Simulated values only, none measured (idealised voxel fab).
Herein follows the process module entitled voxel released beams.
Pictured: cross-section cut, 245 nm wide, on a grid of 5 nm square cells.
A cross-section is written here as square cells arranged in a grid, and it is given in bands from the top down, each band taking up one or more rows of cells.
Heights first: top, then bottom, in nm. Then materials, left to right, each with a width in nm. "all across" on a single material: fills the band edge to edge. "blank": empty space.
Where do heights start? At 0: under that level the wafer as delivered is made of one material only. And the lowest band has no floor; it just carries on downward, as in "0 and below".
Width spec "30 to 40" -> top row of cells at first value, bottom row at second value, equal per-row change in between.
Reading "changes: none" for a step: not a cell of the cross-section changed in it.
Tabulated closed voids: empty space of 8 cells or more with no open way to the top, each as width x height at its distance from the left edge, in nm
Read whatever lies past the settings on a step's line as the simulator's own remark about the step.
Each step line may optionally specify "overlay nm", which for a step with a mask gives the rightward distance between the mask's planned place and where it lay, a negative value indicating the leftward direction.

SET OUT BELOW ARE THE PLANNED STEPS OF THE PROCESS
1. RECEIVE [material Si]
2. CONFORMAL_DEP [material Al2O3] [thk nm 10]
3. DIRECTIONAL_DEP [material SiO2] [thk nm 20]
4. MASKED_ETCH [tone open] [mask id ANCHOR] [width nm 45] [etch materials SiO2] [depth nm 20] [overlay nm 0]
5. CONFORMAL_DEP [material polySi] [thk nm 15]
6. MASKED_ETCH [tone cover] [mask id BEAM] [width nm 105] [etch materials polySi] [depth nm 15] [overlay nm 0]
7. STRIP [etch materials SiO2]

CROSS-SECTION OF THE WAFER UPON ARRIVAL, REPRESENTING THE STATE REACHED AFTER STEP 1
    0 and below: Si all across
    Tabulated closed voids: none

BELOW IS THE WAFER IN CROSS-SECTION AFTER THE MODULE WAS COMPLETED. IT BEGAN FROM THE STARTING POINT SHOWN ABOVE AND FOLLOWED THE PLAN SHOWN ABOVE, EXCEPT THAT ONE MISTAKE WAS MADE WHILE RUNNING IT
    45 down to 30: 60 blank / 25 polySi / 15 blank / 65 polySi / 80 blank
    30 down to 25: 70 blank / 15 polySi / 15 blank / 15 polySi / 130 blank
    25 down to 10: 70 blank / 45 polySi / 130 blank
    10 down to 0: Al2O3 all across
    0 and below: Si all across
    Tabulated closed voids: none
In executing the process, a mistake was made relative to the plan: step 6, actual vs plan mismatch, actual run MASKED_ETCH [tone cover] [mask id BEAM] [width nm 105] [etch materials polySi] [depth nm 15] [overlay nm -5]
